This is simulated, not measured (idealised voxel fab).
The document below concerns the process module designated voxel transistor to metal.
We display cut, a cross-section 205 nm in width whose square cells are each 5 nm.
Bands, listed from the top down, are how a cross-section gets written in this document; the cross-section itself is a grid of square cells, and a band is one or more rows of them.
Band: top height; bottom height; in nm. Then, left to right: material with width in nm, for each material. "everywhere": a single material spanning edge to edge. "air": empty space.
We count height from 0. Below that, the starting wafer is all one material. The lowest band never ends at the bottom but goes on down; see "0..down" for how that is written.
Width "30->40": first value at the band's top row of cells, second value at its bottom row, equal change from row to row.
The designation "stayed the same", where it is given for a processing step, indicates that no cell of the cross-section was altered in the course of that step.
Heads up: "Non-vented voids" only lists the empty pockets with no open path to the top that are 8 cells or more, and it writes them as width x height at distance, distance from the left edge, in nm.
Formally, on a step line, whatever follows the settings is a remark that the simulator itself makes on the step.
A step line may carry the setting "overlay nm", which, for steps involving a mask, states the distance by which the mask lay to the right of its intended position; negative values denote displacement to the left.

**Set out below are the planned steps of the process**
1,RECEIVE (material Si)
2,CONFORMAL_DEP (material SiO2; thk nm 5)
3,CONFORMAL_DEP (material SiN; thk nm 10)
4,MASKED_ETCH (tone cover; mask id ACTIVE; width nm 110; etch materials SiN; depth nm 10; overlay nm 0)
5,MASKED_ETCH (tone cover; mask id ACTIVE; width nm 110; etch materials SiO2; depth nm 5; overlay nm 0)
6,MASKED_ETCH (tone cover; mask id ACTIVE; width nm 110; etch materials Si; depth nm 25; overlay nm 0)
7,FILL_DEP (material SiO2; thk nm 15)
8,CMP (height nm 15)
9,SELECTIVE_ETCH (etch materials SiO2; depth nm 5)
10,STRIP (etch materials SiN)
11,SELECTIVE_ETCH (etch materials SiO2; depth nm 5)
12,OXIDIZE (depth nm 5)
13,DIRECTIONAL_DEP (material polySi; thk nm 20)
14,DIRECTIONAL_DEP (material SiCN; thk nm 10)
15,MASKED_ETCH (tone cover; mask id GATE; width nm 20; etch materials SiCN; depth nm 20; overlay nm 0)
16,MASKED_ETCH (tone cover; mask id GATE; width nm 20; etch materials polySi; depth nm 30; overlay nm 0)
17,CONFORMAL_DEP (material SiN; thk nm 10)
18,DIRECTIONAL_ETCH (etch materials SiN; depth nm 10)
19,DIRECTIONAL_ETCH (etch materials SiO2; depth nm 5)
20,DIRECTIONAL_ETCH (etch materials Si; depth nm 5)
21,EPI (material SiGe; thk nm 5)
22,FILL_DEP (material SiO2; thk nm 5)
23,CMP (height nm 30)
24,DIRECTIONAL_DEP (material SiO2; thk nm 15)
25,PATTERN (tone open; mask id CONTACT; material resist; width nm 20; pitch nm 80; thk nm 15; overlay nm 0)
26,DIRECTIONAL_ETCH (etch materials SiO2; depth nm 50)
27,STRIP (etch materials resist)
28,CONFORMAL_DEP (material TiN; thk nm 5)
29,FILL_DEP (material W; thk nm 5)
30,CMP (height nm 45)
31,CONFORMAL_DEP (material SiCN; thk nm 5)
32,DIRECTIONAL_DEP (material lowk; thk nm 25)
33,MASKED_ETCH (tone open; mask id METAL_1; width nm 20; pitch nm 80; etch materials lowk; depth nm 25; overlay nm 0)
34,MASKED_ETCH (tone open; mask id METAL_1; width nm 20; pitch nm 80; etch materials SiCN; depth nm 5; overlay nm 0)
35,CONFORMAL_DEP (material TiN; thk nm 5)
36,FILL_DEP (material Cu; thk nm 10)
37,CMP (height nm 75)
38,CONFORMAL_DEP (material SiCN; thk nm 5)
39,DIRECTIONAL_DEP (material SiO2; thk nm 30)
40,MASKED_ETCH (tone open; mask id METAL_2; width nm 20; pitch nm 80; etch materials SiO2; depth nm 15; overlay nm 0)
41,MASKED_ETCH (tone open; mask id METAL_2_HOLES; width nm 15; pitch nm 80; etch materials SiO2; depth nm 15; overlay nm 0)
42,MASKED_ETCH (tone open; mask id METAL_2_HOLES; width nm 15; pitch nm 80; etch materials SiCN; depth nm 5; overlay nm 0)
43,CONFORMAL_DEP (material TiN; thk nm 5)
44,FILL_DEP (material Cu; thk nm 10)
45,CMP (height nm 110)
46,CONFORMAL_DEP (material SiCN; thk nm 5)

**The cross-section here shows the wafer as received, i.e. in its state after step 1**
> 0..down = Si everywhere
> Non-vented voids: none

**Cross-section: first of two wafers, module finished, run according to plan**
> 115..110 = SiCN everywhere
> 110..100 = 50 SiO2, 5 TiN, 10 Cu, 5 TiN, 60 SiO2, 5 TiN, 10 Cu, 5 TiN, 55 SiO2
> 100..95 = 50 SiO2, 5 TiN, 5 Cu, 10 TiN, 60 SiO2, 5 TiN, 5 Cu, 10 TiN, 55 SiO2
> 95..80 = 50 SiO2, 5 TiN, 5 Cu, 5 TiN, 65 SiO2, 5 TiN, 5 Cu, 5 TiN, 60 SiO2
> 80..75 = 50 SiCN, 15 TiN, 65 SiCN, 15 TiN, 60 SiCN
> 75..50 = 50 lowk, 5 TiN, 10 Cu, 5 TiN, 60 lowk, 5 TiN, 10 Cu, 5 TiN, 55 lowk
> 50..45 = 50 SiCN, 20 TiN, 60 SiCN, 20 TiN, 55 SiCN
> 45..30 = 50 SiO2, 5 TiN, 10 W, 5 TiN, 60 SiO2, 5 TiN, 10 W, 5 TiN, 55 SiO2
> 30..20 = 50 SiO2, 5 TiN, 10 W, 5 TiN, 10 SiO2, 10 SiN, 20 SiCN, 10 SiN, 10 SiO2, 5 TiN, 10 W, 5 TiN, 55 SiO2
> 20..5 = 50 SiO2, 5 TiN, 10 W, 5 TiN, 10 SiO2, 10 SiN, 20 polySi, 10 SiN, 10 SiO2, 5 TiN, 10 W, 5 TiN, 55 SiO2
> 5..0 = 40 SiO2, 10 SiN, 10 TiN, 5 W, 5 TiN, 10 SiO2, 10 SiN, 20 polySi, 10 SiN, 10 SiO2, 5 TiN, 5 W, 10 TiN, 10 SiN, 45 SiO2
> 0..-5 = 50 SiO2, 5 SiGe, 15 TiN, 5 SiO2, 5 SiGe, 40 SiO2, 5 SiGe, 5 SiO2, 15 TiN, 5 SiGe, 55 SiO2
> -5..-10 = 45 SiO2, 5 Si, 30 SiGe, 40 Si, 30 SiGe, 5 Si, 50 SiO2
> -10..-25 = 45 SiO2, 110 Si, 50 SiO2
> -25..down = Si everywhere
> Non-vented voids: none

**Presented here is a cross-section of the second of the two wafers as it stood at the end of the module. It was started in the same manner and assigned the same plan as the first wafer; however, one mistake was made in its execution**
> 115..110 = SiCN everywhere
> 110..100 = 50 SiO2, 5 TiN, 10 Cu, 5 TiN, 60 SiO2, 5 TiN, 10 Cu, 5 TiN, 55 SiO2
> 100..95 = 50 SiO2, 5 TiN, 5 Cu, 10 TiN, 60 SiO2, 5 TiN, 5 Cu, 10 TiN, 55 SiO2
> 95..80 = 50 SiO2, 5 TiN, 5 Cu, 5 TiN, 65 SiO2, 5 TiN, 5 Cu, 5 TiN, 60 SiO2
> 80..70 = 50 SiCN, 15->20 TiN, 65->60 SiCN, 15->20 TiN, 60->55 SiCN
> 70..45 = lowk everywhere
> 45..30 = 50 SiO2, 5 TiN, 10 W, 5 TiN, 60 SiO2, 5 TiN, 10 W, 5 TiN, 55 SiO2
> 30..20 = 50 SiO2, 5 TiN, 10 W, 5 TiN, 10 SiO2, 10 SiN, 20 SiCN, 10 SiN, 10 SiO2, 5 TiN, 10 W, 5 TiN, 55 SiO2
> 20..5 = 50 SiO2, 5 TiN, 10 W, 5 TiN, 10 SiO2, 10 SiN, 20 polySi, 10 SiN, 10 SiO2, 5 TiN, 10 W, 5 TiN, 55 SiO2
> 5..0 = 40 SiO2, 10 SiN, 10 TiN, 5 W, 5 TiN, 10 SiO2, 10 SiN, 20 polySi, 10 SiN, 10 SiO2, 5 TiN, 5 W, 10 TiN, 10 SiN, 45 SiO2
> 0..-5 = 50 SiO2, 5 SiGe, 15 TiN, 5 SiO2, 5 SiGe, 40 SiO2, 5 SiGe, 5 SiO2, 15 TiN, 5 SiGe, 55 SiO2
> -5..-10 = 45 SiO2, 5 Si, 30 SiGe, 40 Si, 30 SiGe, 5 Si, 50 SiO2
> -10..-25 = 45 SiO2, 110 Si, 50 SiO2
> -25..down = Si everywhere
> Non-vented voids: none
What broke from the plan during processing? steps 31 and 32 swapped
Once processing is complete, comparing cell counts shows that the second wafer has more or fewer of certain materials than the first: Cu -20; TiN -20; lowk +40
